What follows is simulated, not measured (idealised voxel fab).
The process module that follows is named voxel capacitor over wiring.
In the cross-section labelled cut, the width is 280 nm and each square cell is 5 nm.
Each cross-section below is a grid of square cells, stated as bands in top-down order, with one or more rows of cells making up each band.
Within each band entry, the heights of the top and of the bottom of the band appear first, in that order and in nm; the materials of the band then follow from left to right, each with its corresponding width in nm. The designation "throughout" on a single material indicates that it fills the band from edge to edge; the designation "empty" indicates empty space.
It should be noted that heights are counted from 0, beneath which the wafer as supplied is of one material throughout, and that the lowest band possesses no lower boundary but continues downward, as written in "0..down".
You'd read "30..40" like this: the band's top row of cells is as wide as the first number, its bottom row is as wide as the second, and going down, every row changes width by the same amount as the row before did.
The cross-section has no changed cell in any step marked "same as before".
In the "Trapped voids" entry, you get each enclosed empty space of 8 cells or more, one with no open way to the top, written width x height at distance, distance from the left edge, in nm.
On each step's line, the part that comes after the settings is the simulator's own comment on the step.
For masked steps, "overlay nm" on the step line gives how far right of plan the mask actually lay; a minus sign means it lay to the left.

**Below is the list of planned process steps**
1) RECEIVE with material Si
2) CONFORMAL_DEP with material SiO2, thk nm 10
3) DIRECTIONAL_DEP with material TiN, thk nm 5
4) DIRECTIONAL_DEP with material W, thk nm 20
5) PATTERN with tone cover, mask id METAL_1, material resist, width nm 20, pitch nm 75, thk nm 15, overlay nm 0
6) DIRECTIONAL_ETCH with etch materials W, depth nm 20
7) DIRECTIONAL_ETCH with etch materials TiN, depth nm 5
8) STRIP with etch materials resist
9) FILL_DEP with material lowk, thk nm 5
10) CMP with height nm 35
11) CONFORMAL_DEP with material SiCN, thk nm 5
12) DIRECTIONAL_DEP with material SiO2, thk nm 20
13) DIRECTIONAL_DEP with material aC, thk nm 15
14) PATTERN with tone open, mask id PLUG_1, material resist, width nm 15, thk nm 35, overlay nm 0
15) DIRECTIONAL_ETCH with etch materials aC, depth nm 15
16) STRIP with etch materials resist
17) DIRECTIONAL_ETCH with etch materials SiO2, depth nm 20
18) DIRECTIONAL_ETCH with etch materials SiCN, depth nm 5
19) STRIP with etch materials aC
20) EPI with material Ru, thk nm 10
21) EPI with material Ru, thk nm 10
22) EPI with material Ru, thk nm 5
23) DIRECTIONAL_DEP with material TiN, thk nm 5
24) DIRECTIONAL_DEP with material SiN, thk nm 5
25) DIRECTIONAL_DEP with material TiN, thk nm 5
26) PATTERN with tone cover, mask id UPPER_PLATE, material resist, width nm 60, thk nm 20, overlay nm 0
27) DIRECTIONAL_ETCH with etch materials TiN, depth nm 5
28) DIRECTIONAL_ETCH with etch materials SiN, depth nm 5
29) STRIP with etch materials resist
30) MASKED_ETCH with tone cover, mask id LOWER_PLATE, width nm 70, etch materials TiN, depth nm 5, overlay nm 0
31) FILL_DEP with material SiO2, thk nm 15
32) CMP with height nm 85
33) MASKED_ETCH with tone open, mask id PLUG_2, width nm 15, etch materials SiO2, depth nm 10, overlay nm 0
34) CONFORMAL_DEP with material TiN, thk nm 5
35) FILL_DEP with material Cu, thk nm 5
36) CMP with height nm 85
37) CONFORMAL_DEP with material SiCN, thk nm 5

**First wafer, two in total, run as planned**

**Cross-section, incoming material, after step 1**
	0..down | Si throughout
	Trapped voids: none

**How the wafer stands in section after step 2**
	10..0 | SiO2 throughout
	Below 0, no change.

**How the wafer stands in section after step 3**
	15..10 | TiN throughout
	Below 10, no change.

**How the wafer stands in section after step 4**
	35..15 | W throughout
	Below 15, no change.

**How the wafer stands in section after step 5**
	50..35 | empty=90 / resist=20 / empty=55 / resist=20 / empty=95
	Below 35, no change.

**How the wafer stands in section after step 6**
	50..35 | empty=90 / resist=20 / empty=55 / resist=20 / empty=95
	35..15 | empty=90 / W=20 / empty=55 / W=20 / empty=95
	Below 15, no change.

**How the wafer stands in section after step 7**
	50..35 | empty=90 / resist=20 / empty=55 / resist=20 / empty=95
	35..15 | empty=90 / W=20 / empty=55 / W=20 / empty=95
	15..10 | empty=90 / TiN=20 / empty=55 / TiN=20 / empty=95
	Below 10, no change.

**How the wafer stands in section after step 8**
	35..15 | empty=90 / W=20 / empty=55 / W=20 / empty=95
	Below 15, no change.

**How the wafer stands in section after step 9**
	40..35 | lowk throughout
	35..15 | lowk=90 / W=20 / lowk=55 / W=20 / lowk=95
	15..10 | lowk=90 / TiN=20 / lowk=55 / TiN=20 / lowk=95
	Below 10, no change.

**How the wafer stands in section after step 10**
	35..15 | lowk=90 / W=20 / lowk=55 / W=20 / lowk=95
	Below 15, no change.

**How the wafer stands in section after step 11**
	40..35 | SiCN throughout
	Below 35, no change.

**How the wafer stands in section after step 12**
	60..40 | SiO2 throughout
	Below 40, no change.

**How the wafer stands in section after step 13**
	75..60 | aC throughout
	Below 60, no change.

**How the wafer stands in section after step 14**
	110..75 | resist=95 / empty=15 / resist=170
	Below 75, no change.

**How the wafer stands in section after step 15**
	95..75 | resist=95 / empty=15 / resist=170
	75..60 | aC=95 / empty=15 / aC=170
	Below 60, no change.

**How the wafer stands in section after step 16**
	75..60 | aC=95 / empty=15 / aC=170
	Below 60, no change.

**How the wafer stands in section after step 17**
	75..60 | aC=95 / empty=15 / aC=170
	60..40 | SiO2=95 / empty=15 / SiO2=170
	Below 40, no change.

**How the wafer stands in section after step 18**
	75..60 | aC=95 / empty=15 / aC=170
	60..40 | SiO2=95 / empty=15 / SiO2=170
	40..35 | SiCN=95 / empty=15 / SiCN=170
	Below 35, no change.

**How the wafer stands in section after step 19**
	60..40 | SiO2=95 / empty=15 / SiO2=170
	Below 40, no change.

**How the wafer stands in section after step 20**
	60..45 | SiO2=95 / empty=15 / SiO2=170
	45..40 | SiO2=95 / Ru=15 / SiO2=170
	40..35 | SiCN=95 / Ru=15 / SiCN=170
	Below 35, no change.

**How the wafer stands in section after step 21**
	60..55 | SiO2=95 / empty=15 / SiO2=170
	55..40 | SiO2=95 / Ru=15 / SiO2=170
	Below 40, no change.

**How the wafer stands in section after step 22**
	60..40 | SiO2=95 / Ru=15 / SiO2=170
	Below 40, no change.

**How the wafer stands in section after step 23**
	65..60 | TiN throughout
	Below 60, no change.

**How the wafer stands in section after step 24**
	70..65 | SiN throughout
	Below 65, no change.

**How the wafer stands in section after step 25**
	75..70 | TiN throughout
	Below 70, no change.

**How the wafer stands in section after step 26**
	95..75 | empty=95 / resist=60 / empty=125
	Below 75, no change.

**How the wafer stands in section after step 27**
	95..75 | empty=95 / resist=60 / empty=125
	75..70 | empty=95 / TiN=60 / empty=125
	Below 70, no change.

**How the wafer stands in section after step 28**
	95..75 | empty=95 / resist=60 / empty=125
	75..70 | empty=95 / TiN=60 / empty=125
	70..65 | empty=95 / SiN=60 / empty=125
	Below 65, no change.

**How the wafer stands in section after step 29**
	75..70 | empty=95 / TiN=60 / empty=125
	Below 70, no change.

**How the wafer stands in section after step 30**
	75..70 | empty=95 / TiN=60 / empty=125
	70..65 | empty=95 / SiN=60 / empty=125
	65..60 | empty=90 / TiN=70 / empty=120
	Below 60, no change.

**How the wafer stands in section after step 31**
	90..75 | SiO2 throughout
	75..70 | SiO2=95 / TiN=60 / SiO2=125
	70..65 | SiO2=95 / SiN=60 / SiO2=125
	65..60 | SiO2=90 / TiN=70 / SiO2=120
	Below 60, no change.

**How the wafer stands in section after step 32**
	85..75 | SiO2 throughout
	Below 75, no change.

**How the wafer stands in section after step 33**
	85..75 | SiO2=105 / empty=15 / SiO2=160
	Below 75, no change.

**How the wafer stands in section after step 34**
	90..85 | TiN=110 / empty=5 / TiN=165
	85..80 | SiO2=105 / TiN=5 / empty=5 / TiN=5 / SiO2=160
	80..70 | SiO2=105..95 / TiN=15..60 / SiO2=160..125
	Below 70, no change.

**How the wafer stands in section after step 35**
	95..90 | Cu throughout
	90..85 | TiN=110 / Cu=5 / TiN=165
	85..80 | SiO2=105 / TiN=5 / Cu=5 / TiN=5 / SiO2=160
	Below 80, no change.

**How the wafer stands in section after step 36**
	85..80 | SiO2=105 / TiN=5 / Cu=5 / TiN=5 / SiO2=160
	Below 80, no change.

**How the wafer stands in section after step 37**
	90..85 | SiCN throughout
	Below 85, no change.

**Okay, second wafer. Nothing different at the start, nothing different in the plan, just one mistake somewhere in the running. As far as step 2, counting that step, it's the first wafer all over again**

Look at the second wafer in cross-section at the time step 3 ought to have finished: same as before

**Look at the second wafer in cross-section at the time step 4 ought to have finished**
	30..10 | W throughout
	Below 10, no change.

**Look at the second wafer in cross-section at the time step 5 ought to have finished**
	45..30 | empty=90 / resist=20 / empty=55 / resist=20 / empty=95
	Below 30, no change.

**Look at the second wafer in cross-section at the time step 6 ought to have finished**
	45..30 | empty=90 / resist=20 / empty=55 / resist=20 / empty=95
	30..10 | empty=90 / W=20 / empty=55 / W=20 / empty=95
	Below 10, no change.

Look at the second wafer in cross-section at the time step 7 ought to have finished: same as before

**Look at the second wafer in cross-section at the time step 8 ought to have finished**
	30..10 | empty=90 / W=20 / empty=55 / W=20 / empty=95
	Below 10, no change.

**Look at the second wafer in cross-section at the time step 9 ought to have finished**
	35..30 | lowk throughout
	30..10 | lowk=90 / W=20 / lowk=55 / W=20 / lowk=95
	Below 10, no change.

Look at the second wafer in cross-section at the time step 10 ought to have finished: same as before

**Look at the second wafer in cross-section at the time step 11 ought to have finished**
	40..35 | SiCN throughout
	Below 35, no change.

**Look at the second wafer in cross-section at the time step 12 ought to have finished**
	60..40 | SiO2 throughout
	Below 40, no change.

**Look at the second wafer in cross-section at the time step 13 ought to have finished**
	75..60 | aC throughout
	Below 60, no change.

**Look at the second wafer in cross-section at the time step 14 ought to have finished**
	110..75 | resist=95 / empty=15 / resist=170
	Below 75, no change.

**Look at the second wafer in cross-section at the time step 15 ought to have finished**
	95..75 | resist=95 / empty=15 / resist=170
	75..60 | aC=95 / empty=15 / aC=170
	Below 60, no change.

**Look at the second wafer in cross-section at the time step 16 ought to have finished**
	75..60 | aC=95 / empty=15 / aC=170
	Below 60, no change.

**Look at the second wafer in cross-section at the time step 17 ought to have finished**
	75..60 | aC=95 / empty=15 / aC=170
	60..40 | SiO2=95 / empty=15 / SiO2=170
	Below 40, no change.

**Look at the second wafer in cross-section at the time step 18 ought to have finished**
	75..60 | aC=95 / empty=15 / aC=170
	60..40 | SiO2=95 / empty=15 / SiO2=170
	40..35 | SiCN=95 / empty=15 / SiCN=170
	Below 35, no change.

**Look at the second wafer in cross-section at the time step 19 ought to have finished**
	60..40 | SiO2=95 / empty=15 / SiO2=170
	Below 40, no change.

Look at the second wafer in cross-section at the time step 20 ought to have finished: same as before

Look at the second wafer in cross-section at the time step 21 ought to have finished: same as before

Look at the second wafer in cross-section at the time step 22 ought to have finished: same as before

**Look at the second wafer in cross-section at the time step 23 ought to have finished**
	65..60 | TiN=95 / empty=15 / TiN=170
	60..40 | SiO2=95 / empty=15 / SiO2=170
	40..35 | SiCN=95 / TiN=15 / SiCN=170
	Below 35, no change.

**Look at the second wafer in cross-section at the time step 24 ought to have finished**
	70..65 | SiN=95 / empty=15 / SiN=170
	65..60 | TiN=95 / empty=15 / TiN=170
	60..45 | SiO2=95 / empty=15 / SiO2=170
	45..40 | SiO2=95 / SiN=15 / SiO2=170
	Below 40, no change.

**Look at the second wafer in cross-section at the time step 25 ought to have finished**
	75..70 | TiN=95 / empty=15 / TiN=170
	70..65 | SiN=95 / empty=15 / SiN=170
	65..60 | TiN=95 / empty=15 / TiN=170
	60..50 | SiO2=95 / empty=15 / SiO2=170
	50..45 | SiO2=95 / TiN=15 / SiO2=170
	Below 45, no change.

**Look at the second wafer in cross-section at the time step 26 ought to have finished**
	95..75 | empty=95 / resist=60 / empty=125
	75..70 | TiN=95 / resist=15 / TiN=170
	70..65 | SiN=95 / resist=15 / SiN=170
	65..60 | TiN=95 / resist=15 / TiN=170
	60..50 | SiO2=95 / resist=15 / SiO2=170
	Below 50, no change.

**Look at the second wafer in cross-section at the time step 27 ought to have finished**
	95..75 | empty=95 / resist=60 / empty=125
	75..70 | empty=95 / resist=15 / TiN=45 / empty=125
	Below 70, no change.

**Look at the second wafer in cross-section at the time step 28 ought to have finished**
	95..75 | empty=95 / resist=60 / empty=125
	75..70 | empty=95 / resist=15 / TiN=45 / empty=125
	70..65 | empty=95 / resist=15 / SiN=45 / empty=125
	Below 65, no change.

**Look at the second wafer in cross-section at the time step 29 ought to have finished**
	75..70 | empty=110 / TiN=45 / empty=125
	70..65 | empty=110 / SiN=45 / empty=125
	65..60 | TiN=95 / empty=15 / TiN=170
	60..50 | SiO2=95 / empty=15 / SiO2=170
	Below 50, no change.

**Look at the second wafer in cross-section at the time step 30 ought to have finished**
	75..70 | empty=110 / TiN=45 / empty=125
	70..65 | empty=110 / SiN=45 / empty=125
	65..60 | empty=90 / TiN=5 / empty=15 / TiN=50 / empty=120
	Below 60, no change.

**Look at the second wafer in cross-section at the time step 31 ought to have finished**
	90..75 | SiO2 throughout
	75..70 | SiO2=110 / TiN=45 / SiO2=125
	70..65 | SiO2=110 / SiN=45 / SiO2=125
	65..60 | SiO2=90 / TiN=5 / SiO2=15 / TiN=50 / SiO2=120
	60..50 | SiO2 throughout
	Below 50, no change.

**Look at the second wafer in cross-section at the time step 32 ought to have finished**
	85..75 | SiO2 throughout
	Below 75, no change.

**Look at the second wafer in cross-section at the time step 33 ought to have finished**
	85..75 | SiO2=105 / empty=15 / SiO2=160
	Below 75, no change.

**Look at the second wafer in cross-section at the time step 34 ought to have finished**
	90..85 | TiN=110 / empty=5 / TiN=165
	85..80 | SiO2=105 / TiN=5 / empty=5 / TiN=5 / SiO2=160
	80..70 | SiO2=105..110 / TiN=15..45 / SiO2=160..125
	Below 70, no change.

**Look at the second wafer in cross-section at the time step 35 ought to have finished**
	95..90 | Cu throughout
	90..85 | TiN=110 / Cu=5 / TiN=165
	85..80 | SiO2=105 / TiN=5 / Cu=5 / TiN=5 / SiO2=160
	Below 80, no change.

**Look at the second wafer in cross-section at the time step 36 ought to have finished**
	85..80 | SiO2=105 / TiN=5 / Cu=5 / TiN=5 / SiO2=160
	Below 80, no change.

**Look at the second wafer in cross-section at the time step 37 ought to have finished**
	90..85 | SiCN throughout
	Below 85, no change.
What broke from the plan during processing? step 3 of the plan did not run at all; it was left out
Heads up, by the end the second wafer has more or fewer cells of some materials compared to the first: Ru -15 | SiO2 +15 | TiN -8 | lowk +8
